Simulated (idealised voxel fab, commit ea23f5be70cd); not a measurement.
voxel gate over fins: a process module
Square cell edge 5 nm, section width 155 nm, ID cut.
Think of the cross-section as a grid of square cells. We describe it in bands, top to bottom, and each band covers one or more rows of those cells. The entry gives the band's vertical extent as a top height and a bottom height in nm, then its horizontal make-up as materials from left to right, each with a width in nm. "empty" stands for empty space; a single material marked "full width" fills the band edge to edge. All heights in this document are referenced to 0, defined as the level beneath which the wafer, as received, consists entirely of one material. The lowest band is not bounded below; it extends indefinitely downward and is written in the form "from 0 down". The expression "30..40" gives the width at the extremes of the band, the first number at its top row of cells and the second at its bottom row, with the width changing by equal amounts from each row to the next in between. "stayed the same" -> step changed no cross-section cell. What "Enclosed internal cavities" gives you is every empty space of 8 cells or more that is cut off from the top. Each appears as width x height at distance, with the distance taken from the left edge and width, height and distance all in nm. The remark found on a step's line after its settings is issued by the simulator itself and pertains to that step. overlay nm: how far to the right of its planned place the mask lay on this masked step (negative: to the left).
Planned process steps:
1 op RECEIVE | material Si
2 op CONFORMAL_DEP | material SiN | thk nm 10
3 op PATTERN | tone cover | mask id FINS | material resist | width nm 15 | pitch nm 55 | thk nm 15 | overlay nm 0
4 op DIRECTIONAL_ETCH | etch materials SiN | depth nm 10
5 op DIRECTIONAL_ETCH | etch materials Si | depth nm 30
6 op STRIP | etch materials resist
7 op FILL_DEP | material SiO2 | thk nm 15
8 op CMP | height nm 10
9 op DIRECTIONAL_DEP | material aC | thk nm 15
10 op PATTERN | tone open | mask id RAIL | material resist | width nm 15 | thk nm 30 | overlay nm 0
11 op DIRECTIONAL_ETCH | etch materials aC | depth nm 15
12 op STRIP | etch materials resist
13 op DIRECTIONAL_ETCH | etch materials SiO2 | depth nm 35
14 op STRIP | etch materials aC
15 op CONFORMAL_DEP | material TiN | thk nm 5
16 op FILL_DEP | material Ru | thk nm 5
17 op CMP | height nm 10
18 op SELECTIVE_ETCH | etch materials W Ru TiN | depth nm 30
19 op FILL_DEP | material SiO2 | thk nm 5
20 op CMP | height nm 10
21 op SELECTIVE_ETCH | etch materials SiO2 | depth nm 20
22 op STRIP | etch materials SiN
23 op CONFORMAL_DEP | material HfO2 | thk nm 5
24 op CONFORMAL_DEP | material TiN | thk nm 5
25 op FILL_DEP | material W | thk nm 15
26 op CMP | height nm 20
27 op CONFORMAL_DEP | material SiN | thk nm 10
Cross-sectional view of the wafer in its as-received condition, corresponding to the state after step 1:
    from 0 down = Si full width
    Enclosed internal cavities: none
The plan above was carried out on the starting structure above with one mistake, and this cross-section shows the wafer at the end of the module:
    from 30 to 20 = SiN full width
    from 20 to 15 = W (35) | TiN (25) | W (95)
    from 15 to 10 = W (35) | TiN (5) | HfO2 (15) | TiN (5) | W (95)
    from 10 to 5 = W (5) | TiN (35) | HfO2 (15) | TiN (40) | W (20) | TiN (35) | W (5)
    from 5 to 0 = W (5) | TiN (5) | HfO2 (25) | TiN (5) | HfO2 (15) | TiN (10) | HfO2 (25) | TiN (5) | W (20) | TiN (5) | HfO2 (25) | TiN (5) | W (5)
    from 0 to -5 = TiN (10) | HfO2 (5) | Si (15) | HfO2 (5) | TiN (5) | HfO2 (15) | TiN (10) | HfO2 (5) | Si (15) | HfO2 (5) | TiN (30) | HfO2 (5) | Si (15) | HfO2 (5) | TiN (10)
    from -5 to -10 = HfO2 (15) | Si (15) | HfO2 (40) | Si (15) | HfO2 (40) | Si (15) | HfO2 (15)
    from -10 to -20 = SiO2 (15) | Si (15) | SiO2 (15) | HfO2 (5) | SiO2 (20) | Si (15) | SiO2 (40) | Si (15) | SiO2 (15)
    from -20 to -25 = SiO2 (15) | Si (15) | SiO2 (10) | TiN (15) | SiO2 (15) | Si (15) | SiO2 (40) | Si (15) | SiO2 (15)
    from -25 to -30 = SiO2 (15) | Si (15) | SiO2 (40) | Si (15) | SiO2 (40) | Si (15) | SiO2 (15)
    from -30 down = Si full width
    Enclosed internal cavities: none
What broke from the plan during processing? step 16 ran differently from the plan; actual operation with settings: op FILL_DEP | material HfO2 | thk nm 5
